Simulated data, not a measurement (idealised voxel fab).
Module name: voxel transistor to metal (process module)
FYI the section here is cut, 195 nm wide, cells are 5 nm squares.
Cross-section, as written here: a square-cell grid given band by band from the top down, where a band holds one or more rows of cells.
For a band, the entry starts with two heights in nm, that of the top and then that of the bottom, and carries on with the band's materials in order from left to right, each alongside its width in nm; the word "throughout" beside a single material means it fills the band edge to edge, and "empty" means empty space.
Heights are measured from 0, the level below which the as-received wafer is all one material; the lowest band has no bottom and continues downward, written as in "0 -> down".
The notation "30..40" denotes a width that varies across the rows of cells in the band, beginning at the first number in the top row, finishing at the second number in the bottom row, and changing by an identical amount from each row to the next.
"identical to before" -> step changed no cross-section cell.
The entry titled "Voids, enclosed" provides the empty spaces that have no open way to the top, restricted to those of 8 cells or more. Each is presented as width x height at distance, the distance being measured from the left edge, with all three in nm.
On each step's line, the part that comes after the settings is the simulator's own comment on the step.
A step line may carry the setting "overlay nm", which, for steps involving a mask, states the distance by which the mask lay to the right of its intended position; negative values denote displacement to the left.

List of planned process steps
1) RECEIVE,material Si
2) OXIDIZE,depth nm 5
3) CONFORMAL_DEP,material SiN,thk nm 10
4) MASKED_ETCH,tone cover,mask id ACTIVE,width nm 115,etch materials SiN,depth nm 10,overlay nm 0
5) MASKED_ETCH,tone cover,mask id ACTIVE,width nm 115,etch materials SiO2,depth nm 5,overlay nm 0
6) MASKED_ETCH,tone cover,mask id ACTIVE,width nm 115,etch materials Si,depth nm 35,overlay nm 0
7) FILL_DEP,material SiO2,thk nm 10
8) CMP,height nm 0
9) SELECTIVE_ETCH,etch materials SiO2,depth nm 10
10) STRIP,etch materials SiN
11) SELECTIVE_ETCH,etch materials SiO2,depth nm 5
12) OXIDIZE,depth nm 5
13) DIRECTIONAL_DEP,material polySi,thk nm 30
14) DIRECTIONAL_DEP,material SiCN,thk nm 15
15) DIRECTIONAL_DEP,material aC,thk nm 10
16) PATTERN,tone cover,mask id GATE,material resist,width nm 25,thk nm 30,overlay nm 0
17) DIRECTIONAL_ETCH,etch materials aC,depth nm 10
18) STRIP,etch materials resist
19) DIRECTIONAL_ETCH,etch materials SiCN,depth nm 25
20) DIRECTIONAL_ETCH,etch materials polySi,depth nm 40
21) STRIP,etch materials aC
22) CONFORMAL_DEP,material SiO2,thk nm 5
23) DIRECTIONAL_ETCH,etch materials SiO2,depth nm 5
24) CONFORMAL_DEP,material SiN,thk nm 5
25) DIRECTIONAL_ETCH,etch materials SiN,depth nm 5
26) DIRECTIONAL_ETCH,etch materials SiO2,depth nm 5
27) EPI,material nSi,thk nm 5
28) FILL_DEP,material SiO2,thk nm 10
29) CMP,height nm 40
30) DIRECTIONAL_DEP,material SiO2,thk nm 10
31) PATTERN,tone open,mask id CONTACT,material resist,width nm 15,pitch nm 80,thk nm 15,overlay nm 0
32) DIRECTIONAL_ETCH,etch materials SiO2,depth nm 55
33) STRIP,etch materials resist
34) CONFORMAL_DEP,material TiN,thk nm 5
35) FILL_DEP,material Ru,thk nm 10
36) CMP,height nm 50
37) CONFORMAL_DEP,material SiN,thk nm 5
38) DIRECTIONAL_DEP,material SiO2,thk nm 20
39) DIRECTIONAL_DEP,material aC,thk nm 15
40) PATTERN,tone open,mask id METAL_1,material resist,width nm 15,pitch nm 80,thk nm 35,overlay nm 0
41) DIRECTIONAL_ETCH,etch materials aC,depth nm 15
42) STRIP,etch materials resist
43) DIRECTIONAL_ETCH,etch materials SiO2,depth nm 20
44) DIRECTIONAL_ETCH,etch materials SiN,depth nm 5
45) STRIP,etch materials aC
46) CONFORMAL_DEP,material TiN,thk nm 5
47) FILL_DEP,material Cu,thk nm 10
48) CMP,height nm 75
49) CONFORMAL_DEP,material SiCN,thk nm 5
Among the wafers covered here, the point of difference is the height nm at step 8; their starting state is shared, and the plan presents the value of the first wafer.

Cut through the first of several wafers as received, post step 1
  0 -> down | Si throughout
  Voids, enclosed: none

Module finished, last step 49 done: cross-section of the first of several wafers
  80 -> 75 | SiCN throughout
  75 -> 55 | SiO2 (50) | TiN (5) | Cu (5) | TiN (5) | SiO2 (65) | TiN (5) | Cu (5) | TiN (5) | SiO2 (50)
  55 -> 50 | SiN (50) | TiN (15) | SiN (65) | TiN (15) | SiN (50)
  50 -> 40 | SiO2 (50) | TiN (5) | Ru (5) | TiN (5) | SiO2 (65) | TiN (5) | Ru (5) | TiN (5) | SiO2 (50)
  40 -> 25 | SiO2 (50) | TiN (5) | Ru (5) | TiN (5) | SiO2 (10) | SiN (5) | SiO2 (5) | SiCN (25) | SiO2 (5) | SiN (5) | SiO2 (10) | TiN (5) | Ru (5) | TiN (5) | SiO2 (50)
  25 -> 0 | SiO2 (50) | TiN (5) | Ru (5) | TiN (5) | SiO2 (10) | SiN (5) | SiO2 (5) | polySi (25) | SiO2 (5) | SiN (5) | SiO2 (10) | TiN (5) | Ru (5) | TiN (5) | SiO2 (50)
  0 -> -5 | SiO2 (50) | TiN (15) | SiO2 (10) | SiN (5) | SiO2 (5) | polySi (25) | SiO2 (5) | SiN (5) | SiO2 (10) | TiN (15) | SiO2 (50)
  -5 -> -10 | SiO2 (30) | SiN (5) | SiO2 (5) | nSi (35) | SiO2 (45) | nSi (35) | SiO2 (5) | SiN (5) | SiO2 (30)
  -10 -> -15 | SiO2 (30) | SiN (5) | SiO2 (10) | Si (105) | SiO2 (10) | SiN (5) | SiO2 (30)
  -15 -> -20 | SiO2 (45) | Si (105) | SiO2 (45)
  -20 -> -40 | SiO2 (40) | Si (115) | SiO2 (40)
  -40 -> down | Si throughout
  Voids, enclosed: none

Here we cross-sectioned the last of the wafers once the module was done
  80 -> 75 | SiCN throughout
  75 -> 55 | SiO2 (50) | TiN (5) | Cu (5) | TiN (5) | SiO2 (65) | TiN (5) | Cu (5) | TiN (5) | SiO2 (50)
  55 -> 50 | SiN (50) | TiN (15) | SiN (65) | TiN (15) | SiN (50)
  50 -> 40 | SiO2 (50) | TiN (5) | Ru (5) | TiN (5) | SiO2 (65) | TiN (5) | Ru (5) | TiN (5) | SiO2 (50)
  40 -> 25 | SiO2 (50) | TiN (5) | Ru (5) | TiN (5) | SiO2 (10) | SiN (5) | SiO2 (5) | SiCN (25) | SiO2 (5) | SiN (5) | SiO2 (10) | TiN (5) | Ru (5) | TiN (5) | SiO2 (50)
  25 -> 5 | SiO2 (50) | TiN (5) | Ru (5) | TiN (5) | SiO2 (10) | SiN (5) | SiO2 (5) | polySi (25) | SiO2 (5) | SiN (5) | SiO2 (10) | TiN (5) | Ru (5) | TiN (5) | SiO2 (50)
  5 -> 0 | SiO2 (40) | SiN (5) | SiO2 (5) | TiN (5) | Ru (5) | TiN (5) | SiO2 (10) | SiN (5) | SiO2 (5) | polySi (25) | SiO2 (5) | SiN (5) | SiO2 (10) | TiN (5) | Ru (5) | TiN (5) | SiO2 (5) | SiN (5) | SiO2 (40)
  0 -> -5 | SiO2 (40) | SiN (5) | SiO2 (5) | TiN (15) | SiO2 (10) | SiN (5) | SiO2 (5) | polySi (25) | SiO2 (5) | SiN (5) | SiO2 (10) | TiN (15) | SiO2 (5) | SiN (5) | SiO2 (40)
  -5 -> -10 | SiO2 (45) | nSi (30) | SiO2 (45) | nSi (30) | SiO2 (45)
  -10 -> -40 | SiO2 (40) | Si (115) | SiO2 (40)
  -40 -> down | Si throughout
  Voids, enclosed: none

For your reference, the table is organized with a row per wafer; each row reflects the wafer at the end of the module, indicating for each material the cells gained (+) or lost (-) since receipt, and thereafter its closed voids
height nm 0 | +8 Cu | +20 Ru | -178 Si | +54 SiCN | +55 SiN | +553 SiO2 | +68 TiN | +14 nSi | +30 polySi | Voids, enclosed: none
height nm 5 | +8 Cu | +20 Ru | -176 Si | +54 SiCN | +53 SiN | +553 SiO2 | +68 TiN | +14 nSi | +30 polySi | Voids, enclosed: none
height nm 10 | +8 Cu | +20 Ru | -174 Si | +54 SiCN | +51 SiN | +551 SiO2 | +68 TiN | +16 nSi | +30 polySi | Voids, enclosed: none
height nm 15 | +8 Cu | +20 Ru | -174 Si | +54 SiCN | +53 SiN | +553 SiO2 | +68 TiN | +12 nSi | +30 polySi | Voids, enclosed: none
height nm 20 | +8 Cu | +20 Ru | -174 Si | +54 SiCN | +55 SiN | +551 SiO2 | +68 TiN | +12 nSi | +30 polySi | Voids, enclosed: none
